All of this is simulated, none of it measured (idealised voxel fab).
process module | voxel self aligned contacts
cross-section cut | 295 nm wide | cells 5 nm
A cross-section is a grid of square cells, given in bands from the top down. A band is one or more rows of cells.
Each band's line starts with the height of the band's top and of its bottom, in nm. Then come its materials from left to right, each with its width in nm. One material with "throughout" fills the band from edge to edge. "air" is empty space.
Height 0 is the level under which the wafer as received is all one material. The lowest band goes on downwards, as in "0 down".
A width such as "30 to 40" changes by the same amount from each row of cells to the next, from the band's top row to its bottom row.
"no change" after a step means that no cell of the cross-section changed.
closed voids: empty space of 8 cells or more with no open way to the top, each as width x height at its distance from the left edge, in nm
after a step's settings: what the simulator itself notes on the step
overlay nm, on a step with a mask: how far to the right of its planned place the mask lay; to the left if negative
plan
1 op RECEIVE | material Si
2 op OXIDIZE | depth nm 5
3 op DIRECTIONAL_DEP | material polySi | thk nm 30
4 op DIRECTIONAL_DEP | material SiN | thk nm 20
5 op DIRECTIONAL_DEP | material aC | thk nm 10
6 op PATTERN | tone cover | mask id GATE | material resist | width nm 25 | pitch nm 50 | thk nm 25 | overlay nm 0
7 op DIRECTIONAL_ETCH | etch materials aC | depth nm 10
8 op STRIP | etch materials resist
9 op DIRECTIONAL_ETCH | etch materials SiN | depth nm 20
10 op DIRECTIONAL_ETCH | etch materials polySi | depth nm 30
11 op STRIP | etch materials aC
12 op CONFORMAL_DEP | material SiN | thk nm 5
13 op DIRECTIONAL_ETCH | etch materials SiN | depth nm 5
14 op FILL_DEP | material SiO2 | thk nm 15
15 op CMP | height nm 60
16 op DIRECTIONAL_DEP | material aC | thk nm 15
17 op PATTERN | tone open | mask id CONTACT | material resist | width nm 35 | pitch nm 50 | thk nm 30 | overlay nm 0
18 op DIRECTIONAL_ETCH | etch materials aC | depth nm 15
19 op STRIP | etch materials resist
20 op DIRECTIONAL_ETCH | etch materials SiO2 | depth nm 65
21 op STRIP | etch materials aC
22 op CONFORMAL_DEP | material TiN | thk nm 5
23 op FILL_DEP | material Ru | thk nm 5
24 op CMP | height nm 60
25 op CONFORMAL_DEP | material SiN | thk nm 5
first wafer, as planned
as received, after step 1
  0 down: Si throughout
  closed voids: none
after step 2
  0 to -5: SiO2 throughout
  below -5: unchanged
after step 3
  30 to 0: polySi throughout
  below 0: unchanged
after step 4
  50 to 30: SiN throughout
  below 30: unchanged
after step 5
  60 to 50: aC throughout
  below 50: unchanged
after step 6
  85 to 60: air 85 | resist 25 | air 25 | resist 25 | air 25 | resist 25 | air 85
  below 60: unchanged
after step 7
  75 to 60: air 85 | resist 25 | air 25 | resist 25 | air 25 | resist 25 | air 85
  60 to 50: air 85 | aC 25 | air 25 | aC 25 | air 25 | aC 25 | air 85
  below 50: unchanged
after step 8
  60 to 50: air 85 | aC 25 | air 25 | aC 25 | air 25 | aC 25 | air 85
  below 50: unchanged
after step 9
  60 to 50: air 85 | aC 25 | air 25 | aC 25 | air 25 | aC 25 | air 85
  50 to 30: air 85 | SiN 25 | air 25 | SiN 25 | air 25 | SiN 25 | air 85
  below 30: unchanged
after step 10
  60 to 50: air 85 | aC 25 | air 25 | aC 25 | air 25 | aC 25 | air 85
  50 to 30: air 85 | SiN 25 | air 25 | SiN 25 | air 25 | SiN 25 | air 85
  30 to 0: air 85 | polySi 25 | air 25 | polySi 25 | air 25 | polySi 25 | air 85
  below 0: unchanged
after step 11
  50 to 30: air 85 | SiN 25 | air 25 | SiN 25 | air 25 | SiN 25 | air 85
  below 30: unchanged
after step 12
  55 to 30: air 80 | SiN 35 | air 15 | SiN 35 | air 15 | SiN 35 | air 80
  30 to 5: air 80 | SiN 5 | polySi 25 | SiN 5 | air 15 | SiN 5 | polySi 25 | SiN 5 | air 15 | SiN 5 | polySi 25 | SiN 5 | air 80
  5 to 0: SiN 85 | polySi 25 | SiN 25 | polySi 25 | SiN 25 | polySi 25 | SiN 85
  below 0: unchanged
after step 13
  50 to 30: air 80 | SiN 35 | air 15 | SiN 35 | air 15 | SiN 35 | air 80
  30 to 0: air 80 | SiN 5 | polySi 25 | SiN 5 | air 15 | SiN 5 | polySi 25 | SiN 5 | air 15 | SiN 5 | polySi 25 | SiN 5 | air 80
  below 0: unchanged
after step 14
  65 to 50: SiO2 throughout
  50 to 30: SiO2 80 | SiN 35 | SiO2 15 | SiN 35 | SiO2 15 | SiN 35 | SiO2 80
  30 to 0: SiO2 80 | SiN 5 | polySi 25 | SiN 5 | SiO2 15 | SiN 5 | polySi 25 | SiN 5 | SiO2 15 | SiN 5 | polySi 25 | SiN 5 | SiO2 80
  below 0: unchanged
after step 15
  60 to 50: SiO2 throughout
  below 50: unchanged
after step 16
  75 to 60: aC throughout
  below 60: unchanged
after step 17
  105 to 75: resist 105 | air 35 | resist 15 | air 35 | resist 105
  below 75: unchanged
after step 18
  90 to 75: resist 105 | air 35 | resist 15 | air 35 | resist 105
  75 to 60: aC 105 | air 35 | aC 15 | air 35 | aC 105
  below 60: unchanged
after step 19
  75 to 60: aC 105 | air 35 | aC 15 | air 35 | aC 105
  below 60: unchanged
after step 20
  75 to 60: aC 105 | air 35 | aC 15 | air 35 | aC 105
  60 to 50: SiO2 105 | air 35 | SiO2 15 | air 35 | SiO2 105
  50 to 30: SiO2 80 | SiN 35 | air 15 | SiN 35 | air 15 | SiN 35 | SiO2 80
  30 to 0: SiO2 80 | SiN 5 | polySi 25 | SiN 5 | air 15 | SiN 5 | polySi 25 | SiN 5 | air 15 | SiN 5 | polySi 25 | SiN 5 | SiO2 80
  0 to -5: SiO2 115 | air 15 | SiO2 35 | air 15 | SiO2 115
  below -5: unchanged
after step 21
  60 to 50: SiO2 105 | air 35 | SiO2 15 | air 35 | SiO2 105
  below 50: unchanged
after step 22
  65 to 60: TiN 110 | air 25 | TiN 25 | air 25 | TiN 110
  60 to 50: SiO2 105 | TiN 5 to 15 | air 25 to 5 | TiN 5 to 15 | SiO2 15 | TiN 5 to 15 | air 25 to 5 | TiN 5 to 15 | SiO2 105
  50 to 30: SiO2 80 | SiN 35 | TiN 5 | air 5 | TiN 5 | SiN 35 | TiN 5 | air 5 | TiN 5 | SiN 35 | SiO2 80
  30 to 0: SiO2 80 | SiN 5 | polySi 25 | SiN 5 | TiN 5 | air 5 | TiN 5 | SiN 5 | polySi 25 | SiN 5 | TiN 5 | air 5 | TiN 5 | SiN 5 | polySi 25 | SiN 5 | SiO2 80
  0 to -5: SiO2 115 | TiN 15 | SiO2 35 | TiN 15 | SiO2 115
  below -5: unchanged
after step 23
  70 to 65: Ru throughout
  65 to 60: TiN 110 | Ru 25 | TiN 25 | Ru 25 | TiN 110
  60 to 50: SiO2 105 | TiN 5 to 15 | Ru 25 to 5 | TiN 5 to 15 | SiO2 15 | TiN 5 to 15 | Ru 25 to 5 | TiN 5 to 15 | SiO2 105
  50 to 30: SiO2 80 | SiN 35 | TiN 5 | Ru 5 | TiN 5 | SiN 35 | TiN 5 | Ru 5 | TiN 5 | SiN 35 | SiO2 80
  30 to 0: SiO2 80 | SiN 5 | polySi 25 | SiN 5 | TiN 5 | Ru 5 | TiN 5 | SiN 5 | polySi 25 | SiN 5 | TiN 5 | Ru 5 | TiN 5 | SiN 5 | polySi 25 | SiN 5 | SiO2 80
  below 0: unchanged
after step 24
  60 to 50: SiO2 105 | TiN 5 to 15 | Ru 25 to 5 | TiN 5 to 15 | SiO2 15 | TiN 5 to 15 | Ru 25 to 5 | TiN 5 to 15 | SiO2 105
  below 50: unchanged
after step 25
  65 to 60: SiN throughout
  below 60: unchanged
second wafer: like start, like plan, one mistake. Through step 16 it matches the first wafer
when step 17 should have ended
  105 to 75: air 105 | resist 35 | air 15 | resist 35 | air 105
  below 75: unchanged
when step 18 should have ended
  90 to 75: air 105 | resist 35 | air 15 | resist 35 | air 105
  75 to 60: air 105 | aC 35 | air 15 | aC 35 | air 105
  below 60: unchanged
when step 19 should have ended
  75 to 60: air 105 | aC 35 | air 15 | aC 35 | air 105
  below 60: unchanged
when step 20 should have ended
  75 to 60: air 105 | aC 35 | air 15 | aC 35 | air 105
  60 to 50: air 105 | SiO2 35 | air 15 | SiO2 35 | air 105
  50 to 30: air 80 | SiN 35 | SiO2 15 | SiN 35 | SiO2 15 | SiN 35 | air 80
  30 to 0: air 80 | SiN 5 | polySi 25 | SiN 5 | SiO2 15 | SiN 5 | polySi 25 | SiN 5 | SiO2 15 | SiN 5 | polySi 25 | SiN 5 | air 80
  0 to -5: air 80 | SiO2 135 | air 80
  below -5: unchanged
when step 21 should have ended
  60 to 50: air 105 | SiO2 35 | air 15 | SiO2 35 | air 105
  below 50: unchanged
when step 22 should have ended
  65 to 60: air 100 | TiN 45 | air 5 | TiN 45 | air 100
  60 to 55: air 100 | TiN 5 | SiO2 35 | TiN 5 | air 5 | TiN 5 | SiO2 35 | TiN 5 | air 100
  55 to 50: air 75 | TiN 30 | SiO2 35 | TiN 15 | SiO2 35 | TiN 30 | air 75
  50 to 30: air 75 | TiN 5 | SiN 35 | SiO2 15 | SiN 35 | SiO2 15 | SiN 35 | TiN 5 | air 75
  30 to 0: air 75 | TiN 5 | SiN 5 | polySi 25 | SiN 5 | SiO2 15 | SiN 5 | polySi 25 | SiN 5 | SiO2 15 | SiN 5 | polySi 25 | SiN 5 | TiN 5 | air 75
  0 to -5: TiN 80 | SiO2 135 | TiN 80
  below -5: unchanged
when step 23 should have ended
  70 to 65: Ru throughout
  65 to 60: Ru 100 | TiN 45 | Ru 5 | TiN 45 | Ru 100
  60 to 55: Ru 100 | TiN 5 | SiO2 35 | TiN 5 | Ru 5 | TiN 5 | SiO2 35 | TiN 5 | Ru 100
  55 to 50: Ru 75 | TiN 30 | SiO2 35 | TiN 15 | SiO2 35 | TiN 30 | Ru 75
  50 to 30: Ru 75 | TiN 5 | SiN 35 | SiO2 15 | SiN 35 | SiO2 15 | SiN 35 | TiN 5 | Ru 75
  30 to 0: Ru 75 | TiN 5 | SiN 5 | polySi 25 | SiN 5 | SiO2 15 | SiN 5 | polySi 25 | SiN 5 | SiO2 15 | SiN 5 | polySi 25 | SiN 5 | TiN 5 | Ru 75
  below 0: unchanged
when step 24 should have ended
  60 to 55: Ru 100 | TiN 5 | SiO2 35 | TiN 5 | Ru 5 | TiN 5 | SiO2 35 | TiN 5 | Ru 100
  below 55: unchanged
when step 25 should have ended
  65 to 60: SiN throughout
  below 60: unchanged
what went wrong: step 17 ran as: op PATTERN | tone cover | mask id CONTACT | material resist | width nm 35 | pitch nm 50 | thk nm 30 | overlay nm 0
at the end the second wafer has, in cells: 339 more of Ru | 348 fewer of SiO2 | 9 more of TiN
